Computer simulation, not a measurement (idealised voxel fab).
The following is a process module called voxel lift off.
Square cells of 5 nm make up the cross-section cut, whose width is 280 nm.
Heads up, the way a cross-section reads in here is a grid of square cells, handed over as bands from the top down, with every band being one or more rows of cells. Basically the band line says how high the top is and how high the bottom is, in nm, and then what's in it from left to right, every material with its width in nm. Empty space shows up as "blank", and if a single material carries "throughout" it runs the full band edge to edge. Ref level 0: as-received wafer is one material below here. Bottom band extends down with no lower bound ("top 0, no bottom"). Width: "30->40" (first number = top row, second number = bottom row, same change from row to row of cells). Where the words "no alterations made" appear for a step, the cross-section shows no cell changed by that step; every cell remained as before. In the "Unvented voids" entry, you get each enclosed empty space of 8 cells or more, one with no open way to the top, written width x height at distance, distance from the left edge, in nm. after a step's settings: what the simulator itself notes on the step. Each step line may optionally specify "overlay nm", which for a step with a mask gives the rightward distance between the mask's planned place and where it lay, a negative value indicating the leftward direction.
This section lists the process steps that were planned:
- 1: RECEIVE (material Si)
- 2: CONFORMAL_DEP (material SiO2; thk nm 10)
- 3: PATTERN (tone open; mask id LINES; material resist; width nm 25; pitch nm 40; thk nm 20; overlay nm 0)
- 4: DIRECTIONAL_DEP (material Ru; thk nm 5)
- 5: STRIP (etch materials resist)
- 6: CONFORMAL_DEP (material SiCN; thk nm 5)
Concerning the first of two wafers, which was run in accordance with the plan:
Wafer as received: cross-section following step 1:
top 0, no bottom  Si throughout
Unvented voids: none
Cross-section: wafer state after step 2:
top 10, bottom 0  SiO2 throughout
Below a height of 0, the structure has not been altered.
Cross-section: wafer state after step 3:
top 30, bottom 10  resist 105 nm / blank 25 nm / resist 15 nm / blank 25 nm / resist 110 nm
Below a height of 10, the structure has not been altered.
Cross-section: wafer state after step 4:
top 35, bottom 30  Ru 105 nm / blank 25 nm / Ru 15 nm / blank 25 nm / Ru 110 nm
top 30, bottom 15  resist 105 nm / blank 25 nm / resist 15 nm / blank 25 nm / resist 110 nm
top 15, bottom 10  resist 105 nm / Ru 25 nm / resist 15 nm / Ru 25 nm / resist 110 nm
Below a height of 10, the structure has not been altered.
Cross-section: wafer state after step 5:
top 15, bottom 10  blank 105 nm / Ru 25 nm / blank 15 nm / Ru 25 nm / blank 110 nm
Below a height of 10, the structure has not been altered.
Cross-section: wafer state after step 6:
top 20, bottom 15  blank 100 nm / SiCN 35 nm / blank 5 nm / SiCN 35 nm / blank 105 nm
top 15, bottom 10  SiCN 105 nm / Ru 25 nm / SiCN 15 nm / Ru 25 nm / SiCN 110 nm
Below a height of 10, the structure has not been altered.
Second wafer. Start and plan as for the first. One mistake made in running. Agrees with the first up to and including step 2:
Cross-section: second wafer, time at which step 3 was scheduled to end:
top 30, bottom 10  blank 105 nm / resist 25 nm / blank 15 nm / resist 25 nm / blank 110 nm
Below a height of 10, the structure has not been altered.
Cross-section: second wafer, time at which step 4 was scheduled to end:
top 35, bottom 30  blank 105 nm / Ru 25 nm / blank 15 nm / Ru 25 nm / blank 110 nm
top 30, bottom 15  blank 105 nm / resist 25 nm / blank 15 nm / resist 25 nm / blank 110 nm
top 15, bottom 10  Ru 105 nm / resist 25 nm / Ru 15 nm / resist 25 nm / Ru 110 nm
Below a height of 10, the structure has not been altered.
Cross-section: second wafer, time at which step 5 was scheduled to end:
top 15, bottom 10  Ru 105 nm / blank 25 nm / Ru 15 nm / blank 25 nm / Ru 110 nm
Below a height of 10, the structure has not been altered.
Cross-section: second wafer, time at which step 6 was scheduled to end:
top 20, bottom 15  SiCN 110 nm / blank 15 nm / SiCN 25 nm / blank 15 nm / SiCN 115 nm
top 15, bottom 10  Ru 105 nm / SiCN 25 nm / Ru 15 nm / SiCN 25 nm / Ru 110 nm
Below a height of 10, the structure has not been altered.
What was the processing mistake? so step 3 ended up running with a different setting than we planned, it ran as PATTERN (tone cover; mask id LINES; material resist; width nm 25; pitch nm 40; thk nm 20; overlay nm 0)
Materials where the second wafer ends with more or fewer cells than the first: 36 more of Ru
